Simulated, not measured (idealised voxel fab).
You're looking at the process module voxel ribs on slabs.
Each square cell in cross-section cut measures 5 nm, and the section as a whole is 190 nm wide.
Cross-section layout: square cells on a grid; listed as bands, top to bottom; a band spans one or more cell rows. Read a band's entry like this: the first values are the height of its top and the height of its bottom in nm, and what follows is the sequence of materials from left to right, each with its width in nm. Note that "blank" is empty space, and that a single material marked "all across" reaches across the band from edge to edge. Measure heights from 0. That's the level where, below it, the as-received wafer is all one material. The lowest band is bottomless and extends downward; write it as in "0 nm and below". Think of "30..40" as a width that walks from the first number to the second as you go down the band, top row to bottom row, taking equal-sized steps from row to row. Where the words "remained unchanged" appear for a step, the cross-section shows no cell changed by that step; every cell remained as before. If an empty space has no open way to the top and is at least 8 cells in size, "Fully sealed cavities" lists it, written width x height at distance, where distance is measured from the left edge and every value is in nm. Read whatever lies past the settings on a step's line as the simulator's own remark about the step. You can add "overlay nm" to a step's line. For a step with a mask, it describes how far the mask lay to the right of its planned position, and a negative number describes a lay to the left.

Planned process steps:
1: RECEIVE: material Si
2: DIRECTIONAL_DEP: material SiO2, thk nm 25
3: DIRECTIONAL_DEP: material polySi, thk nm 25
4: DIRECTIONAL_DEP: material aC, thk nm 15
5: PATTERN: tone cover, mask id RIB, material resist, width nm 30, thk nm 35, overlay nm 0
6: DIRECTIONAL_ETCH: etch materials aC, depth nm 15
7: STRIP: etch materials resist
8: DIRECTIONAL_ETCH: etch materials polySi, depth nm 10
9: STRIP: etch materials aC
10: MASKED_ETCH: tone cover, mask id SLAB, width nm 90, etch materials polySi, depth nm 15, overlay nm 0
11: FILL_DEP: material SiO2, thk nm 20
12: CMP: height nm 65
13: DIRECTIONAL_DEP: material W, thk nm 5
14: PATTERN: tone cover, mask id HEATER, material resist, width nm 40, thk nm 15, overlay nm 0
15: DIRECTIONAL_ETCH: etch materials W, depth nm 5
16: STRIP: etch materials resist
17: CONFORMAL_DEP: material SiO2, thk nm 5

Received-state cross-section, reflecting completion of step 1:
- 0 nm and below  Si all across
- Fully sealed cavities: none

This is how the wafer looks in cross-section once the module is done, given the starting state and plan above and one mistake in carrying the plan out:
- 75 nm to 70 nm  blank: 70; SiO2: 50; blank: 70
- 70 nm to 65 nm  SiO2: 75; W: 40; SiO2: 75
- 65 nm to 55 nm  SiO2 all across
- 55 nm to 40 nm  SiO2: 50; polySi: 90; SiO2: 50
- 40 nm to 25 nm  aC all across
- 25 nm to 0 nm  SiO2 all across
- 0 nm and below  Si all across
- Fully sealed cavities: none
The mistake made against the process plan was this: the run placed steps 3 and 4 each in the position the plan gave to the other
